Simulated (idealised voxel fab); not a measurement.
voxel gate over fins: a process module
The cross-section on display is named cut; it measures 260 nm wide, and its cells are 5 nm squares.
In this document a cross-section is written as a grid of square cells. It is given as a series of bands, listed from the top down, and a band is one or more rows of cells. Look at the band entry: it leads with the top's height and the bottom's height in nm. Then it lists the materials left to right, with a width in nm for each. The word "everywhere" on a single material says that material fills the band edge to edge. The word "air" is empty space. Height datum 0, below which the as-received substrate wafer is one material. Lowest band open at the bottom, running downward: "0 down". The expression "30..40" gives the width at the extremes of the band, the first number at its top row of cells and the second at its bottom row, with the width changing by equal amounts from each row to the next in between. It should be understood that the words "no alteration", when stated for a given step, signify that the cross-section underwent no change in any of its cells during that step. Heads up: "Entrapped void list" only lists the empty pockets with no open path to the top that are 8 cells or more, and it writes them as width x height at distance, distance from the left edge, in nm. The remark found on a step's line after its settings is issued by the simulator itself and pertains to that step. Each step line may optionally specify "overlay nm", which for a step with a mask gives the rightward distance between the mask's planned place and where it lay, a negative value indicating the leftward direction.
[Intended process steps]
| 1 | RECEIVE | material Si |
| 2 | CONFORMAL_DEP | material SiN | thk nm 5 |
| 3 | DIRECTIONAL_DEP | material aC | thk nm 15 |
| 4 | PATTERN | tone cover | mask id FINS | material resist | width nm 15 | pitch nm 40 | thk nm 30 | overlay nm 0 |
| 5 | DIRECTIONAL_ETCH | etch materials aC | depth nm 15 |
| 6 | STRIP | etch materials resist |
| 7 | DIRECTIONAL_ETCH | etch materials SiN | depth nm 5 |
| 8 | DIRECTIONAL_ETCH | etch materials Si | depth nm 35 |
| 9 | STRIP | etch materials aC |
| 10 | OXIDIZE | depth nm 5 |
| 11 | FILL_DEP | material SiO2 | thk nm 10 |
| 12 | CMP | height nm 5 |
| 13 | SELECTIVE_ETCH | etch materials SiO2 | depth nm 15 |
| 14 | STRIP | etch materials SiN |
| 15 | CONFORMAL_DEP | material HfO2 | thk nm 5 |
| 16 | CONFORMAL_DEP | material TiN | thk nm 5 |
| 17 | FILL_DEP | material W | thk nm 15 |
| 18 | CMP | height nm 20 |
| 19 | CONFORMAL_DEP | material SiCN | thk nm 10 |
Don't read the plan's width nm for step 4 as applying to every wafer: that's the first wafer's value, and the wafers differ in it, though they all start identical.
[Here's the first of the wafers in cross-section, just as we got it, i.e. after step 1]
0 down: Si everywhere
Entrapped void list: none
[Per wafer, end of module: cells gained (+) or lost (-) per material since receipt, then closed voids]
width nm 15 | +68 HfO2 | -384 Si | +104 SiCN | +288 SiO2 | +68 TiN | +168 W | Entrapped void list: none
width nm 20 | +68 HfO2 | -352 Si | +104 SiCN | +264 SiO2 | +68 TiN | +160 W | Entrapped void list: none
width nm 25 | +68 HfO2 | -320 Si | +104 SiCN | +240 SiO2 | +68 TiN | +152 W | Entrapped void list: none
